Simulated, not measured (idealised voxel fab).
process module | voxel wiring stack
Pictured: cross-section cut, 160 nm wide, on a grid of 5 nm square cells.
When this document writes out a cross-section, it uses a grid of square cells and lists it as bands, beginning at the top and moving down, with a band standing for one or more rows of cells. In this notation a band is specified by the heights of its top and bottom, in that order and in nm, after which its materials appear from left to right, each paired with its width in nm. The word "throughout" attached to a single material means that material fills the band from edge to edge; the word "empty" stands for empty space. Height is counted from the level 0, under which the received wafer is composed throughout of one material. The lowest of the bands is not closed at the bottom but continues downward, in the notation "0 -> down". The two numbers in a width such as "30..40" mark its ends across the band: the first belongs to the top row of cells, the second to the bottom row, and from each row to the next the width moves by the same amount. Given "nothing was modified" for a step, no cell of the cross-section differs between before and after that step. This entry, "Enclosed void listing", enumerates those empty regions of no fewer than 8 cells that possess no open connection to the top. Each region is reported in the form width x height at distance, the distance being taken from the left edge, with all three quantities expressed in nm. If you see something after the settings on a step's line, that's the simulator's own remark about that step. If you see "overlay nm" on a step's line and that step has a mask, it's telling you how far right of where it was planned the mask ended up; a negative number means it went left instead.
**The following list gives the planned process steps**
1,op RECEIVE | material Si
2,op CONFORMAL_DEP | material SiO2 | thk nm 15
3,op CONFORMAL_DEP | material SiN | thk nm 5
4,op DIRECTIONAL_DEP | material SiO2 | thk nm 15
5,op PATTERN | tone open | mask id METAL_1 | material resist | width nm 30 | pitch nm 45 | thk nm 15 | overlay nm 0
6,op DIRECTIONAL_ETCH | etch materials SiO2 | depth nm 15
7,op DIRECTIONAL_ETCH | etch materials SiN | depth nm 5
8,op STRIP | etch materials resist
9,op CONFORMAL_DEP | material TiN | thk nm 5
10,op FILL_DEP | material W | thk nm 10
11,op CMP | height nm 35
12,op CONFORMAL_DEP | material SiCN | thk nm 5
13,op DIRECTIONAL_DEP | material SiO2 | thk nm 20
14,op PATTERN | tone open | mask id PLUG_1 | material resist | width nm 15 | thk nm 15 | overlay nm 0
15,op DIRECTIONAL_ETCH | etch materials SiO2 | depth nm 20
16,op DIRECTIONAL_ETCH | etch materials SiCN | depth nm 5
17,op STRIP | etch materials resist
18,op EPI | material Ru | thk nm 10
19,op EPI | material Ru | thk nm 10
20,op EPI | material Ru | thk nm 5
21,op CONFORMAL_DEP | material SiCN | thk nm 5
22,op DIRECTIONAL_DEP | material SiO2 | thk nm 15
23,op PATTERN | tone open | mask id METAL_2 | material resist | width nm 30 | pitch nm 45 | thk nm 20 | overlay nm 0
24,op DIRECTIONAL_ETCH | etch materials SiO2 | depth nm 15
25,op DIRECTIONAL_ETCH | etch materials SiCN | depth nm 5
26,op STRIP | etch materials resist
27,op CONFORMAL_DEP | material TiN | thk nm 5
28,op FILL_DEP | material Ru | thk nm 5
29,op CMP | height nm 80
30,op CONFORMAL_DEP | material SiCN | thk nm 5
31,op DIRECTIONAL_DEP | material lowk | thk nm 15
32,op PATTERN | tone open | mask id PLUG_2 | material resist | width nm 15 | thk nm 15 | overlay nm 0
33,op DIRECTIONAL_ETCH | etch materials lowk | depth nm 15
34,op DIRECTIONAL_ETCH | etch materials SiCN | depth nm 5
35,op STRIP | etch materials resist
36,op CONFORMAL_DEP | material TiN | thk nm 5
37,op FILL_DEP | material Ru | thk nm 10
38,op CMP | height nm 100
39,op CONFORMAL_DEP | material SiN | thk nm 5
40,op DIRECTIONAL_DEP | material lowk | thk nm 25
41,op PATTERN | tone open | mask id METAL_3 | material resist | width nm 30 | pitch nm 45 | thk nm 15 | overlay nm 0
42,op DIRECTIONAL_ETCH | etch materials lowk | depth nm 25
43,op DIRECTIONAL_ETCH | etch materials SiN | depth nm 5
44,op STRIP | etch materials resist
45,op CONFORMAL_DEP | material TiN | thk nm 5
46,op FILL_DEP | material W | thk nm 10
47,op CMP | height nm 130
48,op CONFORMAL_DEP | material SiCN | thk nm 5
**Cross-section of the wafer as it came to us, i.e., already through step 1**
	0 -> down = Si throughout
	Enclosed void listing: none
**Starting wafer: above. Plan: above. Run: one mistake. Cross-section after the module: below**
	135 -> 130 = SiCN throughout
	130 -> 105 = 40 of lowk; 5 of TiN; 20 of W; 5 of TiN; 15 of lowk; 5 of TiN; 20 of W; 5 of TiN; 45 of lowk
	105 -> 100 = 40 of SiN; 30 of TiN; 15 of SiN; 30 of TiN; 45 of SiN
	100 -> 95 = 40 of SiCN; 15 of TiN; 105 of SiCN
	95 -> 80 = lowk throughout
	80 -> 65 = 40 of SiO2; 5 of TiN; 20 of Ru; 5 of TiN; 15 of SiO2; 5 of TiN; 20 of Ru; 5 of TiN; 45 of SiO2
	65 -> 60 = 40 of SiCN; 30 of TiN; 15 of SiCN; 30 of TiN; 45 of SiCN
	60 -> 40 = 40 of SiO2; 15 of Ru; 105 of SiO2
	40 -> 35 = 40 of SiCN; 15 of Ru; 105 of SiCN
	35 -> 20 = 40 of SiO2; 5 of TiN; 20 of W; 5 of TiN; 15 of SiO2; 5 of TiN; 20 of W; 5 of TiN; 45 of SiO2
	20 -> 15 = 40 of SiN; 30 of TiN; 15 of SiN; 30 of TiN; 45 of SiN
	15 -> 0 = SiO2 throughout
	0 -> down = Si throughout
	Enclosed void listing: none
Short version of what went wrong: sequence error: steps 30 and 31 interchanged
